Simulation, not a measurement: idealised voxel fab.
This section sets out a process module, namely voxel tone inversion.
Cross-section cut spans 265 nm and uses square cells 5 nm in size.
Cross-section = grid of square cells, listed top down in bands; band = one or more rows.
This entry defines a band. It first specifies the height of the band's top and the height of its bottom in nm, and then specifies the band's materials from left to right, stating each material with its width in nm. The word "all across" identifies a single material that fills the band from edge to edge, while the word "blank" identifies empty space.
Heads up on the height convention: 0 is the point under which the incoming wafer is all one material, and the lowest band has no bottom, it just keeps going down, like "z 0 and below".
The two numbers in a width such as "30->40" mark its ends across the band: the first belongs to the top row of cells, the second to the bottom row, and from each row to the next the width moves by the same amount.
Step note "nothing changed" = no cross-section cell changed.
The entry "Closed voids list" lists the empty spaces that cover at least 8 cells and have no open path to the top. Each is written as width x height at distance, where the distance is measured from the left edge and all three values are in nm.
On a step's line, text after the settings is the simulator commenting on that step.
The optional step-line setting "overlay nm" applies to steps with a mask and quantifies how far to the right of its planned location the mask lay, a negative value indicating leftward placement.

[Planned step list for the process]
- 1: RECEIVE,material Si
- 2: CONFORMAL_DEP,material SiCN,thk nm 10
- 3: DIRECTIONAL_DEP,material polySi,thk nm 25
- 4: PATTERN,tone cover,mask id POSTS,material resist,width nm 25,pitch nm 40,thk nm 35,overlay nm 0
- 5: DIRECTIONAL_ETCH,etch materials polySi,depth nm 25
- 6: STRIP,etch materials resist
- 7: FILL_DEP,material SiO2,thk nm 10
- 8: CMP,height nm 35
- 9: STRIP,etch materials polySi

[First of two wafers: run as planned]

[Wafer as received: cross-section following step 1]
- z 0 and below = Si all across
- Closed voids list: none

[Sectional view: wafer, after step 2]
- z 10 to 0 = SiCN all across
- All layers under 0 are left as they were.

[Sectional view: wafer, after step 3]
- z 35 to 10 = polySi all across
- All layers under 10 are left as they were.

[Sectional view: wafer, after step 4]
- z 70 to 35 = blank: 80 / resist: 25 / blank: 15 / resist: 25 / blank: 15 / resist: 25 / blank: 80
- All layers under 35 are left as they were.

[Sectional view: wafer, after step 5]
- z 70 to 35 = blank: 80 / resist: 25 / blank: 15 / resist: 25 / blank: 15 / resist: 25 / blank: 80
- z 35 to 10 = blank: 80 / polySi: 25 / blank: 15 / polySi: 25 / blank: 15 / polySi: 25 / blank: 80
- All layers under 10 are left as they were.

[Sectional view: wafer, after step 6]
- z 35 to 10 = blank: 80 / polySi: 25 / blank: 15 / polySi: 25 / blank: 15 / polySi: 25 / blank: 80
- All layers under 10 are left as they were.

[Sectional view: wafer, after step 7]
- z 45 to 35 = SiO2 all across
- z 35 to 10 = SiO2: 80 / polySi: 25 / SiO2: 15 / polySi: 25 / SiO2: 15 / polySi: 25 / SiO2: 80
- All layers under 10 are left as they were.

[Sectional view: wafer, after step 8]
- z 35 to 10 = SiO2: 80 / polySi: 25 / SiO2: 15 / polySi: 25 / SiO2: 15 / polySi: 25 / SiO2: 80
- All layers under 10 are left as they were.

[Sectional view: wafer, after step 9]
- z 35 to 10 = SiO2: 80 / blank: 25 / SiO2: 15 / blank: 25 / SiO2: 15 / blank: 25 / SiO2: 80
- All layers under 10 are left as they were.

[Second of two: same start, same plan, one run error; steps up to and including 1 match the first]

Planned end of step 2: second wafer, cross-section: nothing changed

[Planned end of step 3: second wafer, cross-section]
- z 25 to 0 = polySi all across
- All layers under 0 are left as they were.

[Planned end of step 4: second wafer, cross-section]
- z 60 to 25 = blank: 80 / resist: 25 / blank: 15 / resist: 25 / blank: 15 / resist: 25 / blank: 80
- All layers under 25 are left as they were.

[Planned end of step 5: second wafer, cross-section]
- z 60 to 25 = blank: 80 / resist: 25 / blank: 15 / resist: 25 / blank: 15 / resist: 25 / blank: 80
- z 25 to 0 = blank: 80 / polySi: 25 / blank: 15 / polySi: 25 / blank: 15 / polySi: 25 / blank: 80
- All layers under 0 are left as they were.

[Planned end of step 6: second wafer, cross-section]
- z 25 to 0 = blank: 80 / polySi: 25 / blank: 15 / polySi: 25 / blank: 15 / polySi: 25 / blank: 80
- All layers under 0 are left as they were.

[Planned end of step 7: second wafer, cross-section]
- z 35 to 25 = SiO2 all across
- z 25 to 0 = SiO2: 80 / polySi: 25 / SiO2: 15 / polySi: 25 / SiO2: 15 / polySi: 25 / SiO2: 80
- All layers under 0 are left as they were.

Planned end of step 8: second wafer, cross-section: nothing changed

Planned end of step 9: second wafer, cross-section: nothing changed
Diagnosis: step 2 of the plan was jumped over and never run
Heads up, by the end the second wafer has more or fewer cells of some materials compared to the first: 106 fewer of SiCN | 106 more of SiO2 | 75 more of polySi
